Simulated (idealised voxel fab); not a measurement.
process module | voxel fin reveal
cross-section cut | 250 nm wide | cells 5 nm
A cross-section is a grid of square cells, given in bands from the top down. A band is one or more rows of cells.
Each band's line starts with the height of the band's top and of its bottom, in nm. Then come its materials from left to right, each with its width in nm. One material with "throughout" fills the band from edge to edge. "air" is empty space.
Height 0 is the level under which the wafer as received is all one material. The lowest band goes on downwards, as in "0 down".
A width such as "30 to 40" changes by the same amount from each row of cells to the next, from the band's top row to its bottom row.
"no change" after a step means that no cell of the cross-section changed.
closed voids: empty space of 8 cells or more with no open way to the top, each as width x height at its distance from the left edge, in nm
after a step's settings: what the simulator itself notes on the step
overlay nm, on a step with a mask: how far to the right of its planned place the mask lay; to the left if negative
plan
1 op RECEIVE | material Si
2 op CONFORMAL_DEP | material SiN | thk nm 5
3 op PATTERN | tone cover | mask id FINS | material resist | width nm 15 | pitch nm 45 | thk nm 20 | overlay nm 0
4 op DIRECTIONAL_ETCH | etch materials SiN | depth nm 5
5 op DIRECTIONAL_ETCH | etch materials Si | depth nm 35
6 op STRIP | etch materials resist
7 op FILL_DEP | material SiO2 | thk nm 5
8 op CMP | height nm 5
9 op SELECTIVE_ETCH | etch materials SiO2 | depth nm 15
10 op STRIP | etch materials SiN
11 op CONFORMAL_DEP | material HfO2 | thk nm 5
varied across the wafers: width nm of step 3. The plan shows the first wafer's value. All wafers start alike
first wafer as received, after step 1
  0 down: Si throughout
  closed voids: none
each wafer at the end: cells of each material gained (+) or lost (-) since it was received, then its closed voids
width nm 15 | +66 HfO2 | -266 Si | +190 SiO2 | closed voids: none
width nm 20 | +66 HfO2 | -238 Si | +170 SiO2 | closed voids: none
width nm 25 | +66 HfO2 | -210 Si | +150 SiO2 | closed voids: none
width nm 30 | +66 HfO2 | -182 Si | +130 SiO2 | closed voids: none
